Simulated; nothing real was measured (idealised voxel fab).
The following process module bears the name voxel wiring stack.
210 nm wide, 5 nm square cells: that's cross-section cut.
Cross-section = grid of square cells, listed top down in bands; band = one or more rows.
It is stipulated that each band's entry specify, in nanometres, the height of the top of the band and then that of its bottom, followed by the materials of the band in left-to-right sequence, each together with its width in nanometres. A single material marked by the word "edge to edge" is understood to fill the band from edge to edge; the word "air" is understood to denote empty space.
It should be noted that heights are counted from 0, beneath which the wafer as supplied is of one material throughout, and that the lowest band possesses no lower boundary but continues downward, as written in "z 0 and below".
Width: "30..40" (first number = top row, second number = bottom row, same change from row to row of cells).
"no modifications" means the step left every cell of the cross-section as it was.
So "Trapped cavities" is basically the list of trapped voids: any empty space of 8 cells or more that can't reach the top through an opening. They're written width x height at distance, the distance being from the left edge, and it's all nm.
If you see something after the settings on a step's line, that's the simulator's own remark about that step.
overlay nm: on a step with a mask, how far right of its planned place the mask lay; negative means left.
PLAN
1: RECEIVE | material Si
2: CONFORMAL_DEP | material SiO2 | thk nm 15
3: CONFORMAL_DEP | material SiN | thk nm 5
4: DIRECTIONAL_DEP | material SiO2 | thk nm 15
5: PATTERN | tone open | mask id METAL_1 | material resist | width nm 25 | pitch nm 50 | thk nm 20 | overlay nm 0
6: DIRECTIONAL_ETCH | etch materials SiO2 | depth nm 15
7: DIRECTIONAL_ETCH | etch materials SiN | depth nm 5
8: STRIP | etch materials resist
9: CONFORMAL_DEP | material TiN | thk nm 5
10: FILL_DEP | material Cu | thk nm 5
11: CMP | height nm 35
12: CONFORMAL_DEP | material SiCN | thk nm 5
13: DIRECTIONAL_DEP | material lowk | thk nm 25
14: DIRECTIONAL_DEP | material aC | thk nm 10
15: PATTERN | tone open | mask id METAL_2_HOLES | material resist | width nm 15 | pitch nm 50 | thk nm 25 | overlay nm 0
16: DIRECTIONAL_ETCH | etch materials aC | depth nm 10
17: STRIP | etch materials resist
18: DIRECTIONAL_ETCH | etch materials lowk | depth nm 25
19: STRIP | etch materials aC
20: PATTERN | tone open | mask id METAL_2 | material resist | width nm 25 | pitch nm 50 | thk nm 20 | overlay nm 0
21: DIRECTIONAL_ETCH | etch materials lowk | depth nm 15
22: DIRECTIONAL_ETCH | etch materials SiCN | depth nm 5
23: STRIP | etch materials resist
24: CONFORMAL_DEP | material TiN | thk nm 5
25: FILL_DEP | material Cu | thk nm 5
26: CMP | height nm 65
27: CONFORMAL_DEP | material SiCN | thk nm 5
28: DIRECTIONAL_DEP | material lowk | thk nm 30
29: MASKED_ETCH | tone open | mask id METAL_3 | width nm 25 | pitch nm 50 | etch materials lowk | depth nm 15 | overlay nm 0
30: DIRECTIONAL_DEP | material aC | thk nm 15
31: PATTERN | tone open | mask id METAL_3_HOLES | material resist | width nm 15 | pitch nm 50 | thk nm 30 | overlay nm 0
32: DIRECTIONAL_ETCH | etch materials aC | depth nm 15
33: STRIP | etch materials resist
34: DIRECTIONAL_ETCH | etch materials lowk | depth nm 15
35: DIRECTIONAL_ETCH | etch materials SiCN | depth nm 5
36: STRIP | etch materials aC
37: CONFORMAL_DEP | material TiN | thk nm 5
38: FILL_DEP | material Cu | thk nm 10
39: CMP | height nm 100
40: CONFORMAL_DEP | material SiN | thk nm 5
STEP 1 COMPLETE: CROSS-SECTION OF THE WAFER AS RECEIVED
    z 0 and below: Si edge to edge
    Trapped cavities: none
CROSS-SECTION TAKEN AT MODULE COMPLETION ON THE FIRST OF TWO WAFERS; PROCESSED PER THE PLAN
    z 105 to 100: SiN edge to edge
    z 100 to 90: lowk 65 nm; TiN 5 nm; Cu 15 nm; TiN 5 nm; lowk 25 nm; TiN 5 nm; Cu 15 nm; TiN 5 nm; lowk 70 nm
    z 90 to 85: lowk 65 nm; TiN 5 nm; Cu 5 nm; TiN 15 nm; lowk 25 nm; TiN 5 nm; Cu 5 nm; TiN 15 nm; lowk 70 nm
    z 85 to 70: lowk 65 nm; TiN 5 nm; Cu 5 nm; TiN 5 nm; lowk 35 nm; TiN 5 nm; Cu 5 nm; TiN 5 nm; lowk 80 nm
    z 70 to 65: SiCN 65 nm; TiN 15 nm; SiCN 35 nm; TiN 15 nm; SiCN 80 nm
    z 65 to 55: lowk 65 nm; TiN 5 nm; Cu 15 nm; TiN 5 nm; lowk 25 nm; TiN 5 nm; Cu 15 nm; TiN 5 nm; lowk 70 nm
    z 55 to 50: lowk 65 nm; TiN 5 nm; Cu 5 nm; TiN 15 nm; lowk 25 nm; TiN 5 nm; Cu 5 nm; TiN 15 nm; lowk 70 nm
    z 50 to 40: lowk 65 nm; TiN 5 nm; Cu 5 nm; TiN 5 nm; lowk 35 nm; TiN 5 nm; Cu 5 nm; TiN 5 nm; lowk 80 nm
    z 40 to 35: SiCN 65 nm; TiN 15 nm; SiCN 35 nm; TiN 15 nm; SiCN 80 nm
    z 35 to 20: SiO2 65 nm; TiN 5 nm; Cu 15 nm; TiN 5 nm; SiO2 25 nm; TiN 5 nm; Cu 15 nm; TiN 5 nm; SiO2 70 nm
    z 20 to 15: SiN 65 nm; TiN 25 nm; SiN 25 nm; TiN 25 nm; SiN 70 nm
    z 15 to 0: SiO2 edge to edge
    z 0 and below: Si edge to edge
    Trapped cavities: none
CROSS-SECTIONAL VIEW: SECOND OF TWO WAFERS, END OF MODULE; START AND PLAN IDENTICAL TO THE FIRST, ONE MISTAKE IN RUNNING
    z 105 to 100: SiN edge to edge
    z 100 to 70: lowk edge to edge
    z 70 to 65: SiCN edge to edge
    z 65 to 55: lowk 65 nm; TiN 5 nm; Cu 15 nm; TiN 5 nm; lowk 25 nm; TiN 5 nm; Cu 15 nm; TiN 5 nm; lowk 70 nm
    z 55 to 50: lowk 65 nm; TiN 5 nm; Cu 5 nm; TiN 15 nm; lowk 25 nm; TiN 5 nm; Cu 5 nm; TiN 15 nm; lowk 70 nm
    z 50 to 40: lowk 65 nm; TiN 5 nm; Cu 5 nm; TiN 5 nm; lowk 35 nm; TiN 5 nm; Cu 5 nm; TiN 5 nm; lowk 80 nm
    z 40 to 35: SiCN 65 nm; TiN 15 nm; SiCN 35 nm; TiN 15 nm; SiCN 80 nm
    z 35 to 20: SiO2 65 nm; TiN 5 nm; Cu 15 nm; TiN 5 nm; SiO2 25 nm; TiN 5 nm; Cu 15 nm; TiN 5 nm; SiO2 70 nm
    z 20 to 15: SiN 65 nm; TiN 25 nm; SiN 25 nm; TiN 25 nm; SiN 70 nm
    z 15 to 0: SiO2 edge to edge
    z 0 and below: Si edge to edge
    Trapped cavities: none
Processing error: step 28 of the plan saw execution twice
The final cell counts differ between the wafers, with the second having more or fewer of some materials than the first: 20 fewer of Cu, 6 more of SiCN, 34 fewer of TiN, 48 more of lowk
